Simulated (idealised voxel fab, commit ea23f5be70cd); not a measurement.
Process module under the name voxel wiring stack
The cross-section shown here is cut; it is 285 nm wide and divided into square cells measuring 5 nm on a side.
The cross-sections in this document take the form of a grid made of square cells. They are written out as bands, in order from top to bottom. Each band consists of one or more rows of cells.
It is stipulated that each band's entry specify, in nanometres, the height of the top of the band and then that of its bottom, followed by the materials of the band in left-to-right sequence, each together with its width in nanometres. A single material marked by the word "everywhere" is understood to fill the band from edge to edge; the word "air" is understood to denote empty space.
Measure heights from 0. That's the level where, below it, the as-received wafer is all one material. The lowest band is bottomless and extends downward; write it as in "0 down".
You'd read "30->40" like this: the band's top row of cells is as wide as the first number, its bottom row is as wide as the second, and going down, every row changes width by the same amount as the row before did.
Take "all unchanged" at face value: in the step it is given for, the cross-section changed in none of its cells.
Empty spaces without an open route to the top, at least 8 cells in extent, make up the entry "Sealed internal voids"; each is given as width x height at distance, where the distance is measured from the left edge, and all are in nm.
Past the settings on a step's line: simulator remark, on that step.
overlay nm: for a step with a mask, the amount by which the mask lay right of where it was planned; a negative amount means left of it.
# Steps in the process plan
- 1: RECEIVE: material Si
- 2: CONFORMAL_DEP: material SiO2, thk nm 10
- 3: CONFORMAL_DEP: material SiN, thk nm 5
- 4: DIRECTIONAL_DEP: material lowk, thk nm 25
- 5: MASKED_ETCH: tone open, mask id METAL_1, width nm 25, pitch nm 55, etch materials lowk, depth nm 25, overlay nm 0
- 6: MASKED_ETCH: tone open, mask id METAL_1, width nm 25, pitch nm 55, etch materials SiN, depth nm 5, overlay nm 0
- 7: CONFORMAL_DEP: material TiN, thk nm 5
- 8: FILL_DEP: material Cu, thk nm 5
- 9: CMP: height nm 40
- 10: CONFORMAL_DEP: material SiCN, thk nm 5
- 11: DIRECTIONAL_DEP: material SiO2, thk nm 25
- 12: DIRECTIONAL_DEP: material aC, thk nm 10
- 13: PATTERN: tone open, mask id METAL_2_HOLES, material resist, width nm 15, thk nm 30, overlay nm 0
- 14: DIRECTIONAL_ETCH: etch materials aC, depth nm 10
- 15: STRIP: etch materials resist
- 16: DIRECTIONAL_ETCH: etch materials SiO2, depth nm 25
- 17: STRIP: etch materials aC
- 18: MASKED_ETCH: tone open, mask id METAL_2, width nm 25, pitch nm 55, etch materials SiO2, depth nm 15, overlay nm 0
- 19: MASKED_ETCH: tone open, mask id METAL_2, width nm 25, pitch nm 55, etch materials SiCN, depth nm 5, overlay nm 0
- 20: CONFORMAL_DEP: material TiN, thk nm 5
- 21: FILL_DEP: material Cu, thk nm 5
- 22: CMP: height nm 70
- 23: CONFORMAL_DEP: material SiCN, thk nm 5
- 24: DIRECTIONAL_DEP: material SiO2, thk nm 30
- 25: MASKED_ETCH: tone open, mask id METAL_3, width nm 25, pitch nm 55, etch materials SiO2, depth nm 20, overlay nm 0
- 26: DIRECTIONAL_DEP: material aC, thk nm 10
- 27: PATTERN: tone open, mask id METAL_3_HOLES, material resist, width nm 15, pitch nm 55, thk nm 25, overlay nm 0
- 28: DIRECTIONAL_ETCH: etch materials aC, depth nm 10
- 29: STRIP: etch materials resist
- 30: DIRECTIONAL_ETCH: etch materials SiO2, depth nm 10
- 31: DIRECTIONAL_ETCH: etch materials SiCN, depth nm 5
- 32: STRIP: etch materials aC
- 33: CONFORMAL_DEP: material TiN, thk nm 5
- 34: FILL_DEP: material Cu, thk nm 5
- 35: CMP: height nm 105
- 36: CONFORMAL_DEP: material SiCN, thk nm 5
- 37: DIRECTIONAL_DEP: material SiO2, thk nm 25
- 38: PATTERN: tone open, mask id METAL_4_HOLES, material resist, width nm 15, pitch nm 55, thk nm 20, overlay nm 0
- 39: DIRECTIONAL_ETCH: etch materials SiO2, depth nm 25
- 40: STRIP: etch materials resist
- 41: PATTERN: tone open, mask id METAL_4, material resist, width nm 25, pitch nm 55, thk nm 20, overlay nm 0
- 42: DIRECTIONAL_ETCH: etch materials SiO2, depth nm 15
- 43: DIRECTIONAL_ETCH: etch materials SiCN, depth nm 5
- 44: STRIP: etch materials resist
- 45: CONFORMAL_DEP: material TiN, thk nm 5
- 46: FILL_DEP: material Cu, thk nm 10
- 47: CMP: height nm 135
- 48: CONFORMAL_DEP: material SiN, thk nm 5
# Incoming wafer in cross-section (state: after step 1)
> 0 down = Si everywhere
> Sealed internal voids: none
# Final cross-section, module run with one mistake (start and plan as above)
> 140 to 135 = SiN everywhere
> 135 to 125 = SiO2 100, TiN 5, Cu 15, TiN 5, SiO2 30, TiN 5, Cu 15, TiN 5, SiO2 105
> 125 to 120 = SiO2 100, TiN 5, Cu 5, TiN 15, SiO2 30, TiN 5, Cu 5, TiN 15, SiO2 105
> 120 to 110 = SiO2 100, TiN 5, Cu 5, TiN 5, SiO2 40, TiN 5, Cu 5, TiN 5, SiO2 115
> 110 to 105 = SiCN 100, TiN 15, SiCN 40, TiN 15, SiCN 115
> 105 to 90 = SiO2 100, TiN 5, Cu 15, TiN 5, SiO2 30, TiN 5, Cu 15, TiN 5, SiO2 105
> 90 to 85 = SiO2 100, TiN 5, Cu 5, TiN 15, SiO2 30, TiN 5, Cu 5, TiN 15, SiO2 105
> 85 to 75 = SiO2 100, TiN 5, Cu 5, TiN 5, SiO2 40, TiN 5, Cu 5, TiN 5, SiO2 115
> 75 to 70 = SiCN 100, TiN 15, SiCN 40, TiN 15, SiCN 115
> 70 to 60 = SiO2 100, TiN 5, Cu 15, TiN 5, SiO2 30, TiN 5, Cu 15, TiN 5, SiO2 105
> 60 to 55 = SiO2 100, TiN 5, Cu 5, TiN 15, SiO2 30, TiN 25, SiO2 105
> 55 to 45 = SiO2 100, TiN 5, Cu 5, TiN 5, SiO2 170
> 45 to 40 = SiCN 100, TiN 15, SiCN 170
> 40 to 35 = TiN 105, Cu 15, TiN 40, Cu 15, TiN 110
> 35 to 15 = lowk 100, TiN 5, Cu 15, TiN 5, lowk 30, TiN 5, Cu 15, TiN 5, lowk 105
> 15 to 10 = lowk 100, TiN 25, lowk 30, TiN 25, lowk 105
> 10 to 0 = SiO2 everywhere
> 0 down = Si everywhere
> Sealed internal voids: none
In executing the process, a mistake was made relative to the plan: step 3 of the plan: omitted, not performed
